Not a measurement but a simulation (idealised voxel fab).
Name of the process module below: voxel wiring stack
The width of the displayed cross-section, cut, is 165 nm; its cells are square, with a size of 5 nm.
Each cross-section below is a grid of square cells, stated as bands in top-down order, with one or more rows of cells making up each band. Top, bottom (nm), then materials left to right with widths (nm); lone material tagged "throughout" fills the whole band edge to edge; "empty" = empty space. Height 0 is the level under which the wafer as received is all one material. The lowest band goes on downwards, as in "top 0, no bottom". When a width is written as two numbers, as in "30->40", the first number is the width in the top row of cells of the band and the second is the width in its bottom row, and the width changes by the same amount from each row to the next. Given "nothing got changed" for a step, no cell of the cross-section differs between before and after that step. "Completely enclosed voids" - sealed voids, min. 8 cells, no opening to top; format: width x height at distance (distance from left edge; nm throughout). That trailing text on a step's line, after the settings, is the simulator's own remark on the step. The optional step-line setting "overlay nm" applies to steps with a mask and quantifies how far to the right of its planned location the mask lay, a negative value indicating leftward placement.
-- Here's what the planned process steps look like
- 1: RECEIVE with material Si
- 2: CONFORMAL_DEP with material SiO2, thk nm 15
- 3: DIRECTIONAL_DEP with material TiN, thk nm 5
- 4: DIRECTIONAL_DEP with material Ru, thk nm 15
- 5: MASKED_ETCH with tone cover, mask id METAL_1, width nm 25, pitch nm 50, etch materials Ru, depth nm 15, overlay nm 0
- 6: MASKED_ETCH with tone cover, mask id METAL_1, width nm 25, pitch nm 50, etch materials TiN, depth nm 5, overlay nm 0
- 7: CONFORMAL_DEP with material SiCN, thk nm 5
- 8: FILL_DEP with material SiO2, thk nm 10
- 9: CMP with height nm 35
- 10: CONFORMAL_DEP with material SiCN, thk nm 5
- 11: DIRECTIONAL_DEP with material SiO2, thk nm 30
- 12: MASKED_ETCH with tone open, mask id METAL_2, width nm 25, pitch nm 50, etch materials SiO2, depth nm 15, overlay nm 0
- 13: MASKED_ETCH with tone open, mask id METAL_2_HOLES, width nm 15, etch materials SiO2, depth nm 15, overlay nm 0
- 14: MASKED_ETCH with tone open, mask id METAL_2_HOLES, width nm 15, etch materials SiCN, depth nm 5, overlay nm 0
- 15: CONFORMAL_DEP with material TiN, thk nm 5
- 16: FILL_DEP with material Cu, thk nm 5
- 17: CMP with height nm 70
- 18: CONFORMAL_DEP with material SiCN, thk nm 5
-- Incoming wafer in cross-section (state: after step 1)
    top 0, no bottom = Si throughout
    Completely enclosed voids: none
-- Look at the cross-section after the module: the wafer started out the way shown above and the plan was the one shown above, yet one mistake was made along the way
    top 75, bottom 70 = SiCN throughout
    top 70, bottom 60 = SiO2 45 nm | TiN 5 nm | Cu 15 nm | TiN 5 nm | SiO2 25 nm | TiN 5 nm | Cu 15 nm | TiN 5 nm | SiO2 45 nm
    top 60, bottom 55 = SiO2 45 nm | TiN 5 nm | Cu 5 nm | TiN 15 nm | SiO2 25 nm | TiN 25 nm | SiO2 45 nm
    top 55, bottom 40 = SiO2 45 nm | TiN 5 nm | Cu 5 nm | TiN 5 nm | SiO2 105 nm
    top 40, bottom 35 = SiCN 45 nm | TiN 15 nm | SiCN 105 nm
    top 35, bottom 25 = Ru 45 nm | SiCN 5 nm | SiO2 15 nm | SiCN 5 nm | Ru 25 nm | SiCN 5 nm | SiO2 15 nm | SiCN 5 nm | Ru 45 nm
    top 25, bottom 20 = Ru 45 nm | SiCN 25 nm | Ru 25 nm | SiCN 25 nm | Ru 45 nm
    top 20, bottom 15 = TiN throughout
    top 15, bottom 0 = SiO2 throughout
    top 0, no bottom = Si throughout
    Completely enclosed voids: none
The mistake made against the process plan was this: rather than as planned, step 5 actually ran as MASKED_ETCH with tone open, mask id METAL_1, width nm 25, pitch nm 50, etch materials Ru, depth nm 15, overlay nm 0
